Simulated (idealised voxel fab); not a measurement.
process module | voxel fin reveal
cross-section cut | 160 nm wide | cells 5 nm
A cross-section is a grid of square cells, given in bands from the top down. A band is one or more rows of cells.
Each band's line starts with the height of the band's top and of its bottom, in nm. Then come its materials from left to right, each with its width in nm. One material with "throughout" fills the band from edge to edge. "air" is empty space.
Height 0 is the level under which the wafer as received is all one material. The lowest band goes on downwards, as in "0 down".
A width such as "30 to 40" changes by the same amount from each row of cells to the next, from the band's top row to its bottom row.
"no change" after a step means that no cell of the cross-section changed.
closed voids: empty space of 8 cells or more with no open way to the top, each as width x height at its distance from the left edge, in nm
after a step's settings: what the simulator itself notes on the step
overlay nm, on a step with a mask: how far to the right of its planned place the mask lay; to the left if negative
plan
1 op RECEIVE | material Si
2 op CONFORMAL_DEP | material SiN | thk nm 10
3 op PATTERN | tone cover | mask id FINS | material resist | width nm 15 | pitch nm 40 | thk nm 20 | overlay nm 0
4 op DIRECTIONAL_ETCH | etch materials SiN | depth nm 10
5 op DIRECTIONAL_ETCH | etch materials Si | depth nm 30
6 op STRIP | etch materials resist
7 op OXIDIZE | depth nm 5
8 op FILL_DEP | material SiO2 | thk nm 5
9 op CMP | height nm 10
10 op SELECTIVE_ETCH | etch materials SiO2 | depth nm 25
11 op STRIP | etch materials SiN
12 op CONFORMAL_DEP | material HfO2 | thk nm 5
as received, after step 1
  0 down: Si throughout
  closed voids: none
a wafer at the end: this start, this plan, one mistake
  15 to 0: HfO2 throughout
  0 down: Si throughout
  closed voids: none
what went wrong: step 2 ran as: op CONFORMAL_DEP | material HfO2 | thk nm 10
